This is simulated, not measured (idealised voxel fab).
process module | voxel lift off
cross-section cut | 270 nm wide | cells 5 nm
A cross-section is a grid of square cells, given in bands from the top down. A band is one or more rows of cells.
Each band's line starts with the height of the band's top and of its bottom, in nm. Then come its materials from left to right, each with its width in nm. One material with "throughout" fills the band from edge to edge. "air" is empty space.
Height 0 is the level under which the wafer as received is all one material. The lowest band goes on downwards, as in "0 down".
A width such as "30 to 40" changes by the same amount from each row of cells to the next, from the band's top row to its bottom row.
"no change" after a step means that no cell of the cross-section changed.
closed voids: empty space of 8 cells or more with no open way to the top, each as width x height at its distance from the left edge, in nm
after a step's settings: what the simulator itself notes on the step
overlay nm, on a step with a mask: how far to the right of its planned place the mask lay; to the left if negative
plan
1 op RECEIVE | material Si
2 op CONFORMAL_DEP | material SiN | thk nm 5
3 op PATTERN | tone open | mask id LINES | material resist | width nm 15 | pitch nm 45 | thk nm 20 | overlay nm 0
4 op DIRECTIONAL_DEP | material Ru | thk nm 10
5 op STRIP | etch materials resist
6 op CONFORMAL_DEP | material SiCN | thk nm 10
as received, after step 1
  0 down: Si throughout
  closed voids: none
a wafer at the end: this start, this plan, one mistake
  25 to 15: SiCN throughout
  15 to 5: Ru 60 | SiCN 15 | Ru 30 | SiCN 15 | Ru 30 | SiCN 15 | Ru 30 | SiCN 15 | Ru 60
  5 to 0: SiN throughout
  0 down: Si throughout
  closed voids: none
what went wrong: step 3 ran as: op PATTERN | tone cover | mask id LINES | material resist | width nm 15 | pitch nm 45 | thk nm 20 | overlay nm 0
